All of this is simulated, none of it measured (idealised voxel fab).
process module | voxel self aligned contacts
cross-section cut | 235 nm wide | cells 5 nm
A cross-section is a grid of square cells, given in bands from the top down. A band is one or more rows of cells.
Each band's line starts with the height of the band's top and of its bottom, in nm. Then come its materials from left to right, each with its width in nm. One material with "throughout" fills the band from edge to edge. "air" is empty space.
Height 0 is the level under which the wafer as received is all one material. The lowest band goes on downwards, as in "0 down".
A width such as "30 to 40" changes by the same amount from each row of cells to the next, from the band's top row to its bottom row.
"no change" after a step means that no cell of the cross-section changed.
closed voids: empty space of 8 cells or more with no open way to the top, each as width x height at its distance from the left edge, in nm
after a step's settings: what the simulator itself notes on the step
overlay nm, on a step with a mask: how far to the right of its planned place the mask lay; to the left if negative
plan
1 op RECEIVE | material Si
2 op OXIDIZE | depth nm 5
3 op DIRECTIONAL_DEP | material polySi | thk nm 25
4 op DIRECTIONAL_DEP | material SiN | thk nm 15
5 op PATTERN | tone cover | mask id GATE | material resist | width nm 25 | pitch nm 60 | thk nm 15 | overlay nm 0
6 op DIRECTIONAL_ETCH | etch materials SiN | depth nm 15
7 op DIRECTIONAL_ETCH | etch materials polySi | depth nm 25
8 op STRIP | etch materials resist
9 op CONFORMAL_DEP | material SiN | thk nm 5
10 op DIRECTIONAL_ETCH | etch materials SiN | depth nm 5
11 op FILL_DEP | material SiO2 | thk nm 15
12 op CMP | height nm 50
13 op MASKED_ETCH | tone open | mask id CONTACT | width nm 45 | etch materials SiO2 | depth nm 55 | overlay nm 0
14 op CONFORMAL_DEP | material TiN | thk nm 5
15 op FILL_DEP | material Ru | thk nm 10
16 op CMP | height nm 50
17 op CONFORMAL_DEP | material SiN | thk nm 5
as received, after step 1
  0 down: Si throughout
  closed voids: none
first wafer at the end, as planned
  55 to 50: SiN throughout
  50 to 40: SiO2 95 | TiN 5 to 15 | Ru 35 to 15 | TiN 5 to 15 | SiO2 95
  40 to 25: SiO2 70 | SiN 35 | TiN 5 | Ru 15 | TiN 5 | SiN 35 | SiO2 70
  25 to 0: SiO2 70 | SiN 5 | polySi 25 | SiN 5 | TiN 5 | Ru 15 | TiN 5 | SiN 5 | polySi 25 | SiN 5 | SiO2 70
  0 to -5: SiO2 105 | TiN 25 | SiO2 105
  -5 down: Si throughout
  closed voids: none
second wafer at the end: like start, like plan, one mistake
  55 to 50: SiN throughout
  50 to 40: SiO2 95 | TiN 5 to 15 | Ru 35 to 20 | TiN 5 to 10 | SiO2 95
  40 to 25: SiO2 75 | SiN 30 | TiN 5 | Ru 20 | TiN 5 | SiN 30 | SiO2 70
  25 to 0: SiO2 75 | SiN 5 | polySi 20 | SiN 5 | TiN 5 | Ru 20 | TiN 5 | SiN 5 | polySi 20 | SiN 5 | SiO2 70
  0 to -5: SiO2 105 | TiN 30 | SiO2 100
  -5 down: Si throughout
  closed voids: none
what went wrong: step 5 ran as: op PATTERN | tone cover | mask id GATE | material resist | width nm 20 | pitch nm 60 | thk nm 15 | overlay nm 0
at the end the second wafer has, in cells: 9 more of Ru | 6 fewer of SiN | 7 more of SiO2 | 10 fewer of polySi
